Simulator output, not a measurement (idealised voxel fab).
process module | voxel self aligned contacts
cross-section cut | 235 nm wide | cells 5 nm
A cross-section is a grid of square cells, given in bands from the top down. A band is one or more rows of cells.
Each band's line starts with the height of the band's top and of its bottom, in nm. Then come its materials from left to right, each with its width in nm. One material with "throughout" fills the band from edge to edge. "air" is empty space.
Height 0 is the level under which the wafer as received is all one material. The lowest band goes on downwards, as in "0 down".
A width such as "30 to 40" changes by the same amount from each row of cells to the next, from the band's top row to its bottom row.
"no change" after a step means that no cell of the cross-section changed.
closed voids: empty space of 8 cells or more with no open way to the top, each as width x height at its distance from the left edge, in nm
after a step's settings: what the simulator itself notes on the step
overlay nm, on a step with a mask: how far to the right of its planned place the mask lay; to the left if negative
plan
1 op RECEIVE | material Si
2 op OXIDIZE | depth nm 5
3 op DIRECTIONAL_DEP | material polySi | thk nm 25
4 op DIRECTIONAL_DEP | material SiN | thk nm 15
5 op PATTERN | tone cover | mask id GATE | material resist | width nm 30 | pitch nm 65 | thk nm 15 | overlay nm 0
6 op DIRECTIONAL_ETCH | etch materials SiN | depth nm 15
7 op DIRECTIONAL_ETCH | etch materials polySi | depth nm 25
8 op STRIP | etch materials resist
9 op CONFORMAL_DEP | material SiN | thk nm 5
10 op DIRECTIONAL_ETCH | etch materials SiN | depth nm 5
11 op FILL_DEP | material SiO2 | thk nm 15
12 op CMP | height nm 45
13 op DIRECTIONAL_DEP | material aC | thk nm 15
14 op PATTERN | tone open | mask id CONTACT | material resist | width nm 45 | pitch nm 65 | thk nm 30 | overlay nm 0
15 op DIRECTIONAL_ETCH | etch materials aC | depth nm 15
16 op STRIP | etch materials resist
17 op DIRECTIONAL_ETCH | etch materials SiO2 | depth nm 50
18 op STRIP | etch materials aC
19 op CONFORMAL_DEP | material TiN | thk nm 5
20 op FILL_DEP | material Ru | thk nm 10
21 op CMP | height nm 45
22 op CONFORMAL_DEP | material SiCN | thk nm 5
first wafer, as planned
as received, after step 1
  0 down: Si throughout
  closed voids: none
after step 2
  0 to -5: SiO2 throughout
  below -5: unchanged
after step 3
  25 to 0: polySi throughout
  below 0: unchanged
after step 4
  40 to 25: SiN throughout
  below 25: unchanged
after step 5
  55 to 40: air 35 | resist 30 | air 35 | resist 30 | air 35 | resist 30 | air 40
  below 40: unchanged
after step 6
  55 to 40: air 35 | resist 30 | air 35 | resist 30 | air 35 | resist 30 | air 40
  40 to 25: air 35 | SiN 30 | air 35 | SiN 30 | air 35 | SiN 30 | air 40
  below 25: unchanged
after step 7
  55 to 40: air 35 | resist 30 | air 35 | resist 30 | air 35 | resist 30 | air 40
  40 to 25: air 35 | SiN 30 | air 35 | SiN 30 | air 35 | SiN 30 | air 40
  25 to 0: air 35 | polySi 30 | air 35 | polySi 30 | air 35 | polySi 30 | air 40
  below 0: unchanged
after step 8
  40 to 25: air 35 | SiN 30 | air 35 | SiN 30 | air 35 | SiN 30 | air 40
  below 25: unchanged
after step 9
  45 to 25: air 30 | SiN 40 | air 25 | SiN 40 | air 25 | SiN 40 | air 35
  25 to 5: air 30 | SiN 5 | polySi 30 | SiN 5 | air 25 | SiN 5 | polySi 30 | SiN 5 | air 25 | SiN 5 | polySi 30 | SiN 5 | air 35
  5 to 0: SiN 35 | polySi 30 | SiN 35 | polySi 30 | SiN 35 | polySi 30 | SiN 40
  below 0: unchanged
after step 10
  40 to 25: air 30 | SiN 40 | air 25 | SiN 40 | air 25 | SiN 40 | air 35
  25 to 0: air 30 | SiN 5 | polySi 30 | SiN 5 | air 25 | SiN 5 | polySi 30 | SiN 5 | air 25 | SiN 5 | polySi 30 | SiN 5 | air 35
  below 0: unchanged
after step 11
  55 to 40: SiO2 throughout
  40 to 25: SiO2 30 | SiN 40 | SiO2 25 | SiN 40 | SiO2 25 | SiN 40 | SiO2 35
  25 to 0: SiO2 30 | SiN 5 | polySi 30 | SiN 5 | SiO2 25 | SiN 5 | polySi 30 | SiN 5 | SiO2 25 | SiN 5 | polySi 30 | SiN 5 | SiO2 35
  below 0: unchanged
after step 12
  45 to 40: SiO2 throughout
  below 40: unchanged
after step 13
  60 to 45: aC throughout
  below 45: unchanged
after step 14
  90 to 60: resist 60 | air 45 | resist 20 | air 45 | resist 65
  below 60: unchanged
after step 15
  75 to 60: resist 60 | air 45 | resist 20 | air 45 | resist 65
  60 to 45: aC 60 | air 45 | aC 20 | air 45 | aC 65
  below 45: unchanged
after step 16
  60 to 45: aC 60 | air 45 | aC 20 | air 45 | aC 65
  below 45: unchanged
after step 17
  60 to 45: aC 60 | air 45 | aC 20 | air 45 | aC 65
  45 to 40: SiO2 60 | air 45 | SiO2 20 | air 45 | SiO2 65
  40 to 25: SiO2 30 | SiN 40 | air 25 | SiN 40 | air 25 | SiN 40 | SiO2 35
  25 to 0: SiO2 30 | SiN 5 | polySi 30 | SiN 5 | air 25 | SiN 5 | polySi 30 | SiN 5 | air 25 | SiN 5 | polySi 30 | SiN 5 | SiO2 35
  0 to -5: SiO2 70 | air 25 | SiO2 40 | air 25 | SiO2 75
  below -5: unchanged
after step 18
  45 to 40: SiO2 60 | air 45 | SiO2 20 | air 45 | SiO2 65
  below 40: unchanged
after step 19
  50 to 45: TiN 65 | air 35 | TiN 30 | air 35 | TiN 70
  45 to 40: SiO2 60 | TiN 15 | air 15 | TiN 15 | SiO2 20 | TiN 15 | air 15 | TiN 15 | SiO2 65
  40 to 25: SiO2 30 | SiN 40 | TiN 5 | air 15 | TiN 5 | SiN 40 | TiN 5 | air 15 | TiN 5 | SiN 40 | SiO2 35
  25 to 0: SiO2 30 | SiN 5 | polySi 30 | SiN 5 | TiN 5 | air 15 | TiN 5 | SiN 5 | polySi 30 | SiN 5 | TiN 5 | air 15 | TiN 5 | SiN 5 | polySi 30 | SiN 5 | SiO2 35
  0 to -5: SiO2 70 | TiN 25 | SiO2 40 | TiN 25 | SiO2 75
  below -5: unchanged
after step 20
  60 to 50: Ru throughout
  50 to 45: TiN 65 | Ru 35 | TiN 30 | Ru 35 | TiN 70
  45 to 40: SiO2 60 | TiN 15 | Ru 15 | TiN 15 | SiO2 20 | TiN 15 | Ru 15 | TiN 15 | SiO2 65
  40 to 25: SiO2 30 | SiN 40 | TiN 5 | Ru 15 | TiN 5 | SiN 40 | TiN 5 | Ru 15 | TiN 5 | SiN 40 | SiO2 35
  25 to 0: SiO2 30 | SiN 5 | polySi 30 | SiN 5 | TiN 5 | Ru 15 | TiN 5 | SiN 5 | polySi 30 | SiN 5 | TiN 5 | Ru 15 | TiN 5 | SiN 5 | polySi 30 | SiN 5 | SiO2 35
  below 0: unchanged
after step 21
  45 to 40: SiO2 60 | TiN 15 | Ru 15 | TiN 15 | SiO2 20 | TiN 15 | Ru 15 | TiN 15 | SiO2 65
  below 40: unchanged
after step 22
  50 to 45: SiCN throughout
  below 45: unchanged
second wafer: like start, like plan, one mistake. Through step 2 it matches the first wafer
when step 3 should have ended
  50 to 0: polySi throughout
  below 0: unchanged
when step 4 should have ended
  65 to 50: SiN throughout
  below 50: unchanged
when step 5 should have ended
  80 to 65: air 35 | resist 30 | air 35 | resist 30 | air 35 | resist 30 | air 40
  below 65: unchanged
when step 6 should have ended
  80 to 65: air 35 | resist 30 | air 35 | resist 30 | air 35 | resist 30 | air 40
  65 to 50: air 35 | SiN 30 | air 35 | SiN 30 | air 35 | SiN 30 | air 40
  below 50: unchanged
when step 7 should have ended
  80 to 65: air 35 | resist 30 | air 35 | resist 30 | air 35 | resist 30 | air 40
  65 to 50: air 35 | SiN 30 | air 35 | SiN 30 | air 35 | SiN 30 | air 40
  50 to 25: air 35 | polySi 30 | air 35 | polySi 30 | air 35 | polySi 30 | air 40
  below 25: unchanged
when step 8 should have ended
  65 to 50: air 35 | SiN 30 | air 35 | SiN 30 | air 35 | SiN 30 | air 40
  below 50: unchanged
when step 9 should have ended
  70 to 50: air 30 | SiN 40 | air 25 | SiN 40 | air 25 | SiN 40 | air 35
  50 to 30: air 30 | SiN 5 | polySi 30 | SiN 5 | air 25 | SiN 5 | polySi 30 | SiN 5 | air 25 | SiN 5 | polySi 30 | SiN 5 | air 35
  30 to 25: SiN 35 | polySi 30 | SiN 35 | polySi 30 | SiN 35 | polySi 30 | SiN 40
  below 25: unchanged
when step 10 should have ended
  65 to 50: air 30 | SiN 40 | air 25 | SiN 40 | air 25 | SiN 40 | air 35
  50 to 25: air 30 | SiN 5 | polySi 30 | SiN 5 | air 25 | SiN 5 | polySi 30 | SiN 5 | air 25 | SiN 5 | polySi 30 | SiN 5 | air 35
  below 25: unchanged
when step 11 should have ended
  80 to 65: SiO2 throughout
  65 to 50: SiO2 30 | SiN 40 | SiO2 25 | SiN 40 | SiO2 25 | SiN 40 | SiO2 35
  50 to 25: SiO2 30 | SiN 5 | polySi 30 | SiN 5 | SiO2 25 | SiN 5 | polySi 30 | SiN 5 | SiO2 25 | SiN 5 | polySi 30 | SiN 5 | SiO2 35
  below 25: unchanged
when step 12 should have ended
  45 to 25: SiO2 30 | SiN 5 | polySi 30 | SiN 5 | SiO2 25 | SiN 5 | polySi 30 | SiN 5 | SiO2 25 | SiN 5 | polySi 30 | SiN 5 | SiO2 35
  below 25: unchanged
when step 13 should have ended
  60 to 45: aC throughout
  below 45: unchanged
when step 14 should have ended
  90 to 60: resist 60 | air 45 | resist 20 | air 45 | resist 65
  below 60: unchanged
when step 15 should have ended
  75 to 60: resist 60 | air 45 | resist 20 | air 45 | resist 65
  60 to 45: aC 60 | air 45 | aC 20 | air 45 | aC 65
  below 45: unchanged
when step 16 should have ended
  60 to 45: aC 60 | air 45 | aC 20 | air 45 | aC 65
  below 45: unchanged
when step 17 should have ended
  60 to 45: aC 60 | air 45 | aC 20 | air 45 | aC 65
  45 to 25: SiO2 30 | SiN 5 | polySi 30 | SiN 5 | air 25 | SiN 5 | polySi 30 | SiN 5 | air 25 | SiN 5 | polySi 30 | SiN 5 | SiO2 35
  below 25: unchanged
when step 18 should have ended
  45 to 25: SiO2 30 | SiN 5 | polySi 30 | SiN 5 | air 25 | SiN 5 | polySi 30 | SiN 5 | air 25 | SiN 5 | polySi 30 | SiN 5 | SiO2 35
  below 25: unchanged
when step 19 should have ended
  50 to 45: TiN 75 | air 15 | TiN 50 | air 15 | TiN 80
  45 to 30: SiO2 30 | SiN 5 | polySi 30 | SiN 5 | TiN 5 | air 15 | TiN 5 | SiN 5 | polySi 30 | SiN 5 | TiN 5 | air 15 | TiN 5 | SiN 5 | polySi 30 | SiN 5 | SiO2 35
  30 to 25: SiO2 30 | SiN 5 | polySi 30 | SiN 5 | TiN 25 | SiN 5 | polySi 30 | SiN 5 | TiN 25 | SiN 5 | polySi 30 | SiN 5 | SiO2 35
  below 25: unchanged
when step 20 should have ended
  60 to 50: Ru throughout
  50 to 45: TiN 75 | Ru 15 | TiN 50 | Ru 15 | TiN 80
  45 to 30: SiO2 30 | SiN 5 | polySi 30 | SiN 5 | TiN 5 | Ru 15 | TiN 5 | SiN 5 | polySi 30 | SiN 5 | TiN 5 | Ru 15 | TiN 5 | SiN 5 | polySi 30 | SiN 5 | SiO2 35
  below 30: unchanged
when step 21 should have ended
  45 to 30: SiO2 30 | SiN 5 | polySi 30 | SiN 5 | TiN 5 | Ru 15 | TiN 5 | SiN 5 | polySi 30 | SiN 5 | TiN 5 | Ru 15 | TiN 5 | SiN 5 | polySi 30 | SiN 5 | SiO2 35
  below 30: unchanged
when step 22 should have ended
  50 to 45: SiCN throughout
  below 45: unchanged
what went wrong: step 3 was run twice
at the end the second wafer has, in cells: 36 fewer of Ru | 78 fewer of SiN | 71 fewer of SiO2 | 32 fewer of TiN | 217 more of polySi
